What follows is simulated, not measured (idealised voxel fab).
Proc. module: voxel local oxidation
The width of the displayed cross-section, cut, is 170 nm; its cells are square, with a size of 5 nm.
This document writes a cross-section as a grid whose cells are square, and gives it as bands, listed from the top down; one or more rows of cells form a band. Heads up on the band format: heights come first, top then bottom, in nm. After that it's the materials left to right, each with its width in nm. A single material flagged "throughout" fills the whole band edge to edge, and "empty" means there's empty space there. Height datum 0, below which the as-received substrate wafer is one material. Lowest band open at the bottom, running downward: "0 down". When a width is written as two numbers, as in "30 to 40", the first number is the width in the top row of cells of the band and the second is the width in its bottom row, and the width changes by the same amount from each row to the next. "nothing different", as given for a step, is the statement that not any cell of the cross-section underwent a change during that step. Look at "Closed cavity list" for the closed voids: empty spaces with no open path to the top, sized 8 cells or up. Each is width x height at distance, distance from the left edge, all nm. Step line, after settings: the simulator's comment on this step. overlay nm: right-of-plan distance of the mask on a masked step; negative values mean left-of-plan.

The following list gives the planned process steps:
1. RECEIVE [material Si]
2. CONFORMAL_DEP [material SiO2] [thk nm 5]
3. CONFORMAL_DEP [material SiN] [thk nm 15]
4. PATTERN [tone cover] [mask id ACTIVE] [material resist] [width nm 120] [thk nm 15] [overlay nm 0]
5. DIRECTIONAL_ETCH [etch materials SiN] [depth nm 15]
6. STRIP [etch materials resist]
7. SELECTIVE_ETCH [etch materials SiO2] [depth nm 5]
8. OXIDIZE [depth nm 15]
9. STRIP [etch materials SiN]

Wafer cross-section on receipt, i.e. after step 1:
0 down | Si throughout
Closed cavity list: none

Cross-section, first of two wafers, end of module, run as planned:
5 to 0 | empty 30 nm  SiO2 110 nm  empty 30 nm
0 to -15 | SiO2 45 nm  Si 80 nm  SiO2 45 nm
-15 down | Si throughout
Closed cavity list: none

Cross-section, second wafer: same start as the first, same plan as the first, one mistake in running it; taken at the end of the module:
5 to 0 | SiO2 20 nm  empty 130 nm  SiO2 20 nm
0 to -15 | Si 5 nm  SiO2 160 nm  Si 5 nm
-15 down | Si throughout
Closed cavity list: none
What was the processing mistake? step 4 deviated from plan and actually ran as PATTERN [tone open] [mask id ACTIVE] [material resist] [width nm 120] [thk nm 15] [overlay nm 0]
It is noted that, at the conclusion of processing, the second wafer exhibits a higher or lower cell count for certain materials relative to the first: 42 fewer of Si | 28 more of SiO2
